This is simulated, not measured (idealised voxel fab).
Proc. module: voxel air gaps
The cross-section on display is named cut; it measures 300 nm wide, and its cells are 5 nm squares.
A cross-section in this document is a grid of square cells, and it is written down as bands, the top band listed before the ones below it; a band is made up of one or more rows of cells. Band: top and bottom heights (nm) first, top before bottom; then materials from left to right, widths in nm. "all across" marks a sole material filling the band edge to edge. "empty" denotes empty space. Height 0 is the level under which the wafer as received is all one material. The lowest band goes on downwards, as in "0 down". A width such as "30 to 40" changes by the same amount from each row of cells to the next, from the band's top row to its bottom row. Key: "everything unchanged" - step with no changed cell in the cross-section. So "Fully closed voids" is basically the list of trapped voids: any empty space of 8 cells or more that can't reach the top through an opening. They're written width x height at distance, the distance being from the left edge, and it's all nm. Past the settings on a step's line: simulator remark, on that step. Regarding "overlay nm": on a step with a mask, it is the distance the mask lay to the right of its planned place; a negative value places it to the left.
The process steps that were planned are listed below:
- 1: RECEIVE, material Si
- 2: CONFORMAL_DEP, material SiO2, thk nm 15
- 3: CONFORMAL_DEP, material SiN, thk nm 5
- 4: DIRECTIONAL_DEP, material lowk, thk nm 35
- 5: PATTERN, tone open, mask id LINES, material resist, width nm 15, pitch nm 40, thk nm 15, overlay nm 0
- 6: DIRECTIONAL_ETCH, etch materials lowk, depth nm 35
- 7: STRIP, etch materials resist
- 8: CONFORMAL_DEP, material TiN, thk nm 5
- 9: FILL_DEP, material Ru, thk nm 5
- 10: CMP, height nm 55
- 11: EPI, material Ru, thk nm 10
- 12: SELECTIVE_ETCH, etch materials lowk, depth nm 45
- 13: CONFORMAL_DEP, material SiCN, thk nm 5
Cross-section, incoming material, after step 1:
    0 down: Si all across
    Fully closed voids: none
Here's the cross-section of the first of our two wafers at the end of the module - it ran as planned:
    70 to 65: 65 nm empty / 165 nm SiCN / 70 nm empty
    65 to 55: 65 nm empty / 5 nm SiCN / 35 nm Ru / 5 nm SiCN / 35 nm Ru / 5 nm SiCN / 35 nm Ru / 5 nm SiCN / 35 nm Ru / 5 nm SiCN / 70 nm empty
    55 to 50: 65 nm empty / 15 nm SiCN / 5 nm TiN / 5 nm Ru / 5 nm TiN / 25 nm SiCN / 5 nm TiN / 5 nm Ru / 5 nm TiN / 25 nm SiCN / 5 nm TiN / 5 nm Ru / 5 nm TiN / 25 nm SiCN / 5 nm TiN / 5 nm Ru / 5 nm TiN / 15 nm SiCN / 70 nm empty
    50 to 25: 75 nm empty / 5 nm SiCN / 5 nm TiN / 5 nm Ru / 5 nm TiN / 5 nm SiCN / 15 nm empty / 5 nm SiCN / 5 nm TiN / 5 nm Ru / 5 nm TiN / 5 nm SiCN / 15 nm empty / 5 nm SiCN / 5 nm TiN / 5 nm Ru / 5 nm TiN / 5 nm SiCN / 15 nm empty / 5 nm SiCN / 5 nm TiN / 5 nm Ru / 5 nm TiN / 5 nm SiCN / 80 nm empty
    25 to 20: 80 nm SiCN / 15 nm TiN / 25 nm SiCN / 15 nm TiN / 25 nm SiCN / 15 nm TiN / 25 nm SiCN / 15 nm TiN / 85 nm SiCN
    20 to 15: SiN all across
    15 to 0: SiO2 all across
    0 down: Si all across
    Fully closed voids: 15 x 25 at 100; 15 x 25 at 140; 15 x 25 at 180
Second wafer of the two, sectioned at the end of the module. It began like the first and followed the same plan, but one mistake was made while running it:
    70 to 65: 65 nm empty / 170 nm SiCN / 65 nm empty
    65 to 55: 65 nm empty / 5 nm SiCN / 160 nm Ru / 5 nm SiCN / 65 nm empty
    55 to 50: 65 nm empty / 15 nm SiCN / 5 nm TiN / 10 nm Ru / 5 nm TiN / 20 nm lowk / 5 nm TiN / 10 nm Ru / 5 nm TiN / 20 nm lowk / 5 nm TiN / 10 nm Ru / 5 nm TiN / 20 nm lowk / 5 nm TiN / 10 nm Ru / 5 nm TiN / 15 nm SiCN / 65 nm empty
    50 to 25: 75 nm empty / 5 nm SiCN / 5 nm TiN / 10 nm Ru / 5 nm TiN / 20 nm lowk / 5 nm TiN / 10 nm Ru / 5 nm TiN / 20 nm lowk / 5 nm TiN / 10 nm Ru / 5 nm TiN / 20 nm lowk / 5 nm TiN / 10 nm Ru / 5 nm TiN / 5 nm SiCN / 75 nm empty
    25 to 20: 80 nm SiCN / 20 nm TiN / 20 nm lowk / 20 nm TiN / 20 nm lowk / 20 nm TiN / 20 nm lowk / 20 nm TiN / 80 nm SiCN
    20 to 15: SiN all across
    15 to 0: SiO2 all across
    0 down: Si all across
    Fully closed voids: none
What was the processing mistake? rather than as planned, step 5 actually ran as PATTERN, tone open, mask id LINES, material resist, width nm 20, pitch nm 40, thk nm 15, overlay nm 0
FYI, end of process, the second wafer has more or fewer cells of some materials than the first: Ru +32 | SiCN -66 | TiN +4 | lowk +84
So at the end we're looking at 3 closed voids on the first wafer and 0 on the second.
